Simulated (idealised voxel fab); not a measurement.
The process module that follows is named voxel self aligned vias.
215 nm wide, 5 nm square cells: that's cross-section cut.
If you're reading a cross-section in this doc, picture square cells in a grid; it comes to you as bands, top ones listed first down to the bottom, and a band can be one or more rows of cells. The band entry comprises the height of the band's top followed by the height of its bottom, expressed in nm, and subsequently the band's materials from left to right, each stated together with its width in nm. Where a single material is marked with the word "edge to edge", that material fills the band from edge to edge. The word "blank" represents empty space. Heights from 0 (as-received wafer is one material below). Bottom band endless downward, as "0..down". Per-row width for "30..40": begins at first number (top row of band), ends at second number (bottom row), increment between rows held constant. No cell of the cross-section changed in a step that is given as "nothing changed". "Closed void register" means: voids of 8 cells or more that are shut off from the top with no open way through. Written width x height at distance, distance from the left edge, in nm. Anything after a step's settings on that line? It's the simulator's own note about the step. Each step line may optionally specify "overlay nm", which for a step with a mask gives the rightward distance between the mask's planned place and where it lay, a negative value indicating the leftward direction.

The following list gives the planned process steps:
1: RECEIVE (material Si)
2: CONFORMAL_DEP (material SiO2; thk nm 10)
3: CONFORMAL_DEP (material SiCN; thk nm 5)
4: DIRECTIONAL_DEP (material lowk; thk nm 20)
5: DIRECTIONAL_DEP (material aC; thk nm 15)
6: PATTERN (tone open; mask id LINES; material resist; width nm 30; pitch nm 75; thk nm 35; overlay nm 0)
7: DIRECTIONAL_ETCH (etch materials aC; depth nm 15)
8: STRIP (etch materials resist)
9: DIRECTIONAL_ETCH (etch materials lowk; depth nm 20)
10: STRIP (etch materials aC)
11: CONFORMAL_DEP (material TiN; thk nm 5)
12: FILL_DEP (material Ru; thk nm 10)
13: CMP (height nm 35)
14: SELECTIVE_ETCH (etch materials W Ru TiN; depth nm 5)
15: FILL_DEP (material SiN; thk nm 5)
16: CMP (height nm 35)
17: DIRECTIONAL_DEP (material lowk; thk nm 15)
18: DIRECTIONAL_DEP (material aC; thk nm 15)
19: PATTERN (tone open; mask id VIAS; material resist; width nm 50; pitch nm 75; thk nm 30; overlay nm 0)
20: DIRECTIONAL_ETCH (etch materials aC; depth nm 15)
21: STRIP (etch materials resist)
22: DIRECTIONAL_ETCH (etch materials lowk; depth nm 15)
23: DIRECTIONAL_ETCH (etch materials SiN; depth nm 5)
24: STRIP (etch materials aC)
25: CONFORMAL_DEP (material TiN; thk nm 5)
26: FILL_DEP (material Ru; thk nm 5)
27: CMP (height nm 50)
28: CONFORMAL_DEP (material SiCN; thk nm 5)

First of two wafers, with the run carried out as planned:

As received (post step 1): cross-section:
> 0..down: Si edge to edge
> Closed void register: none

Once step 2 is through, the wafer looks like this in cross-section:
> 10..0: SiO2 edge to edge
> Anything lower than 0 is untouched.

Once step 3 is through, the wafer looks like this in cross-section:
> 15..10: SiCN edge to edge
> Anything lower than 10 is untouched.

Once step 4 is through, the wafer looks like this in cross-section:
> 35..15: lowk edge to edge
> Anything lower than 15 is untouched.

Once step 5 is through, the wafer looks like this in cross-section:
> 50..35: aC edge to edge
> Anything lower than 35 is untouched.

Once step 6 is through, the wafer looks like this in cross-section:
> 85..50: 55 nm resist  30 nm blank  45 nm resist  30 nm blank  55 nm resist
> Anything lower than 50 is untouched.

Once step 7 is through, the wafer looks like this in cross-section:
> 70..50: 55 nm resist  30 nm blank  45 nm resist  30 nm blank  55 nm resist
> 50..35: 55 nm aC  30 nm blank  45 nm aC  30 nm blank  55 nm aC
> Anything lower than 35 is untouched.

Once step 8 is through, the wafer looks like this in cross-section:
> 50..35: 55 nm aC  30 nm blank  45 nm aC  30 nm blank  55 nm aC
> Anything lower than 35 is untouched.

Once step 9 is through, the wafer looks like this in cross-section:
> 50..35: 55 nm aC  30 nm blank  45 nm aC  30 nm blank  55 nm aC
> 35..15: 55 nm lowk  30 nm blank  45 nm lowk  30 nm blank  55 nm lowk
> Anything lower than 15 is untouched.

Once step 10 is through, the wafer looks like this in cross-section:
> 35..15: 55 nm lowk  30 nm blank  45 nm lowk  30 nm blank  55 nm lowk
> Anything lower than 15 is untouched.

Once step 11 is through, the wafer looks like this in cross-section:
> 40..35: 60 nm TiN  20 nm blank  55 nm TiN  20 nm blank  60 nm TiN
> 35..20: 55 nm lowk  5 nm TiN  20 nm blank  5 nm TiN  45 nm lowk  5 nm TiN  20 nm blank  5 nm TiN  55 nm lowk
> 20..15: 55 nm lowk  30 nm TiN  45 nm lowk  30 nm TiN  55 nm lowk
> Anything lower than 15 is untouched.

Once step 12 is through, the wafer looks like this in cross-section:
> 50..40: Ru edge to edge
> 40..35: 60 nm TiN  20 nm Ru  55 nm TiN  20 nm Ru  60 nm TiN
> 35..20: 55 nm lowk  5 nm TiN  20 nm Ru  5 nm TiN  45 nm lowk  5 nm TiN  20 nm Ru  5 nm TiN  55 nm lowk
> Anything lower than 20 is untouched.

Once step 13 is through, the wafer looks like this in cross-section:
> 35..20: 55 nm lowk  5 nm TiN  20 nm Ru  5 nm TiN  45 nm lowk  5 nm TiN  20 nm Ru  5 nm TiN  55 nm lowk
> Anything lower than 20 is untouched.

Once step 14 is through, the wafer looks like this in cross-section:
> 35..30: 55 nm lowk  30 nm blank  45 nm lowk  30 nm blank  55 nm lowk
> Anything lower than 30 is untouched.

Once step 15 is through, the wafer looks like this in cross-section:
> 40..35: SiN edge to edge
> 35..30: 55 nm lowk  30 nm SiN  45 nm lowk  30 nm SiN  55 nm lowk
> Anything lower than 30 is untouched.

Once step 16 is through, the wafer looks like this in cross-section:
> 35..30: 55 nm lowk  30 nm SiN  45 nm lowk  30 nm SiN  55 nm lowk
> Anything lower than 30 is untouched.

Once step 17 is through, the wafer looks like this in cross-section:
> 50..35: lowk edge to edge
> Anything lower than 35 is untouched.

Once step 18 is through, the wafer looks like this in cross-section:
> 65..50: aC edge to edge
> Anything lower than 50 is untouched.

Once step 19 is through, the wafer looks like this in cross-section:
> 95..65: 45 nm resist  50 nm blank  25 nm resist  50 nm blank  45 nm resist
> Anything lower than 65 is untouched.

Once step 20 is through, the wafer looks like this in cross-section:
> 80..65: 45 nm resist  50 nm blank  25 nm resist  50 nm blank  45 nm resist
> 65..50: 45 nm aC  50 nm blank  25 nm aC  50 nm blank  45 nm aC
> Anything lower than 50 is untouched.

Once step 21 is through, the wafer looks like this in cross-section:
> 65..50: 45 nm aC  50 nm blank  25 nm aC  50 nm blank  45 nm aC
> Anything lower than 50 is untouched.

Once step 22 is through, the wafer looks like this in cross-section:
> 65..50: 45 nm aC  50 nm blank  25 nm aC  50 nm blank  45 nm aC
> 50..35: 45 nm lowk  50 nm blank  25 nm lowk  50 nm blank  45 nm lowk
> Anything lower than 35 is untouched.

Once step 23 is through, the wafer looks like this in cross-section:
> 65..50: 45 nm aC  50 nm blank  25 nm aC  50 nm blank  45 nm aC
> 50..35: 45 nm lowk  50 nm blank  25 nm lowk  50 nm blank  45 nm lowk
> 35..30: 55 nm lowk  30 nm blank  45 nm lowk  30 nm blank  55 nm lowk
> Anything lower than 30 is untouched.

Once step 24 is through, the wafer looks like this in cross-section:
> 50..35: 45 nm lowk  50 nm blank  25 nm lowk  50 nm blank  45 nm lowk
> Anything lower than 35 is untouched.

Once step 25 is through, the wafer looks like this in cross-section:
> 55..50: 50 nm TiN  40 nm blank  35 nm TiN  40 nm blank  50 nm TiN
> 50..40: 45 nm lowk  5 nm TiN  40 nm blank  5 nm TiN  25 nm lowk  5 nm TiN  40 nm blank  5 nm TiN  45 nm lowk
> 40..35: 45 nm lowk  15 nm TiN  20 nm blank  15 nm TiN  25 nm lowk  15 nm TiN  20 nm blank  15 nm TiN  45 nm lowk
> 35..30: 55 nm lowk  30 nm TiN  45 nm lowk  30 nm TiN  55 nm lowk
> Anything lower than 30 is untouched.

Once step 26 is through, the wafer looks like this in cross-section:
> 60..55: Ru edge to edge
> 55..50: 50 nm TiN  40 nm Ru  35 nm TiN  40 nm Ru  50 nm TiN
> 50..40: 45 nm lowk  5 nm TiN  40 nm Ru  5 nm TiN  25 nm lowk  5 nm TiN  40 nm Ru  5 nm TiN  45 nm lowk
> 40..35: 45 nm lowk  15 nm TiN  20 nm Ru  15 nm TiN  25 nm lowk  15 nm TiN  20 nm Ru  15 nm TiN  45 nm lowk
> Anything lower than 35 is untouched.

Once step 27 is through, the wafer looks like this in cross-section:
> 50..40: 45 nm lowk  5 nm TiN  40 nm Ru  5 nm TiN  25 nm lowk  5 nm TiN  40 nm Ru  5 nm TiN  45 nm lowk
> Anything lower than 40 is untouched.

Once step 28 is through, the wafer looks like this in cross-section:
> 55..50: SiCN edge to edge
> Anything lower than 50 is untouched.

For the second wafer, take the first wafer's start and plan, then add one mistake made in running it; everything through step 5, that step included, is shared with the first:

Second wafer profile in section, at the moment step 6 of the plan was meant to be complete:
> 85..50: 65 nm resist  30 nm blank  45 nm resist  30 nm blank  45 nm resist
> Anything lower than 50 is untouched.

Second wafer profile in section, at the moment step 7 of the plan was meant to be complete:
> 70..50: 65 nm resist  30 nm blank  45 nm resist  30 nm blank  45 nm resist
> 50..35: 65 nm aC  30 nm blank  45 nm aC  30 nm blank  45 nm aC
> Anything lower than 35 is untouched.

Second wafer profile in section, at the moment step 8 of the plan was meant to be complete:
> 50..35: 65 nm aC  30 nm blank  45 nm aC  30 nm blank  45 nm aC
> Anything lower than 35 is untouched.

Second wafer profile in section, at the moment step 9 of the plan was meant to be complete:
> 50..35: 65 nm aC  30 nm blank  45 nm aC  30 nm blank  45 nm aC
> 35..15: 65 nm lowk  30 nm blank  45 nm lowk  30 nm blank  45 nm lowk
> Anything lower than 15 is untouched.

Second wafer profile in section, at the moment step 10 of the plan was meant to be complete:
> 35..15: 65 nm lowk  30 nm blank  45 nm lowk  30 nm blank  45 nm lowk
> Anything lower than 15 is untouched.

Second wafer profile in section, at the moment step 11 of the plan was meant to be complete:
> 40..35: 70 nm TiN  20 nm blank  55 nm TiN  20 nm blank  50 nm TiN
> 35..20: 65 nm lowk  5 nm TiN  20 nm blank  5 nm TiN  45 nm lowk  5 nm TiN  20 nm blank  5 nm TiN  45 nm lowk
> 20..15: 65 nm lowk  30 nm TiN  45 nm lowk  30 nm TiN  45 nm lowk
> Anything lower than 15 is untouched.

Second wafer profile in section, at the moment step 12 of the plan was meant to be complete:
> 50..40: Ru edge to edge
> 40..35: 70 nm TiN  20 nm Ru  55 nm TiN  20 nm Ru  50 nm TiN
> 35..20: 65 nm lowk  5 nm TiN  20 nm Ru  5 nm TiN  45 nm lowk  5 nm TiN  20 nm Ru  5 nm TiN  45 nm lowk
> Anything lower than 20 is untouched.

Second wafer profile in section, at the moment step 13 of the plan was meant to be complete:
> 35..20: 65 nm lowk  5 nm TiN  20 nm Ru  5 nm TiN  45 nm lowk  5 nm TiN  20 nm Ru  5 nm TiN  45 nm lowk
> Anything lower than 20 is untouched.

Second wafer profile in section, at the moment step 14 of the plan was meant to be complete:
> 35..30: 65 nm lowk  30 nm blank  45 nm lowk  30 nm blank  45 nm lowk
> Anything lower than 30 is untouched.

Second wafer profile in section, at the moment step 15 of the plan was meant to be complete:
> 40..35: SiN edge to edge
> 35..30: 65 nm lowk  30 nm SiN  45 nm lowk  30 nm SiN  45 nm lowk
> Anything lower than 30 is untouched.

Second wafer profile in section, at the moment step 16 of the plan was meant to be complete:
> 35..30: 65 nm lowk  30 nm SiN  45 nm lowk  30 nm SiN  45 nm lowk
> Anything lower than 30 is untouched.

Second wafer profile in section, at the moment step 17 of the plan was meant to be complete:
> 50..35: lowk edge to edge
> Anything lower than 35 is untouched.

Second wafer profile in section, at the moment step 18 of the plan was meant to be complete:
> 65..50: aC edge to edge
> Anything lower than 50 is untouched.

Second wafer profile in section, at the moment step 19 of the plan was meant to be complete:
> 95..65: 45 nm resist  50 nm blank  25 nm resist  50 nm blank  45 nm resist
> Anything lower than 65 is untouched.

Second wafer profile in section, at the moment step 20 of the plan was meant to be complete:
> 80..65: 45 nm resist  50 nm blank  25 nm resist  50 nm blank  45 nm resist
> 65..50: 45 nm aC  50 nm blank  25 nm aC  50 nm blank  45 nm aC
> Anything lower than 50 is untouched.

Second wafer profile in section, at the moment step 21 of the plan was meant to be complete:
> 65..50: 45 nm aC  50 nm blank  25 nm aC  50 nm blank  45 nm aC
> Anything lower than 50 is untouched.

Second wafer profile in section, at the moment step 22 of the plan was meant to be complete:
> 65..50: 45 nm aC  50 nm blank  25 nm aC  50 nm blank  45 nm aC
> 50..35: 45 nm lowk  50 nm blank  25 nm lowk  50 nm blank  45 nm lowk
> Anything lower than 35 is untouched.

Second wafer profile in section, at the moment step 23 of the plan was meant to be complete:
> 65..50: 45 nm aC  50 nm blank  25 nm aC  50 nm blank  45 nm aC
> 50..35: 45 nm lowk  50 nm blank  25 nm lowk  50 nm blank  45 nm lowk
> 35..30: 65 nm lowk  30 nm blank  45 nm lowk  30 nm blank  45 nm lowk
> Anything lower than 30 is untouched.

Second wafer profile in section, at the moment step 24 of the plan was meant to be complete:
> 50..35: 45 nm lowk  50 nm blank  25 nm lowk  50 nm blank  45 nm lowk
> Anything lower than 35 is untouched.

Second wafer profile in section, at the moment step 25 of the plan was meant to be complete:
> 55..50: 50 nm TiN  40 nm blank  35 nm TiN  40 nm blank  50 nm TiN
> 50..40: 45 nm lowk  5 nm TiN  40 nm blank  5 nm TiN  25 nm lowk  5 nm TiN  40 nm blank  5 nm TiN  45 nm lowk
> 40..35: 45 nm lowk  25 nm TiN  20 nm blank  5 nm TiN  25 nm lowk  25 nm TiN  20 nm blank  5 nm TiN  45 nm lowk
> 35..30: 65 nm lowk  30 nm TiN  45 nm lowk  30 nm TiN  45 nm lowk
> Anything lower than 30 is untouched.

Second wafer profile in section, at the moment step 26 of the plan was meant to be complete:
> 60..55: Ru edge to edge
> 55..50: 50 nm TiN  40 nm Ru  35 nm TiN  40 nm Ru  50 nm TiN
> 50..40: 45 nm lowk  5 nm TiN  40 nm Ru  5 nm TiN  25 nm lowk  5 nm TiN  40 nm Ru  5 nm TiN  45 nm lowk
> 40..35: 45 nm lowk  25 nm TiN  20 nm Ru  5 nm TiN  25 nm lowk  25 nm TiN  20 nm Ru  5 nm TiN  45 nm lowk
> Anything lower than 35 is untouched.

Second wafer profile in section, at the moment step 27 of the plan was meant to be complete:
> 50..40: 45 nm lowk  5 nm TiN  40 nm Ru  5 nm TiN  25 nm lowk  5 nm TiN  40 nm Ru  5 nm TiN  45 nm lowk
> Anything lower than 40 is untouched.

Second wafer profile in section, at the moment step 28 of the plan was meant to be complete:
> 55..50: SiCN edge to edge
> Anything lower than 50 is untouched.
It is concluded that the wafer was processed incorrectly with respect to the plan, in that off-plan run, step 6, actual operation and settings PATTERN (tone open; mask id LINES; material resist; width nm 30; pitch nm 75; thk nm 35; overlay nm 10)
Matching per-material cell counts, mismatched positions: that is how the second wafer compares with the first at the end.
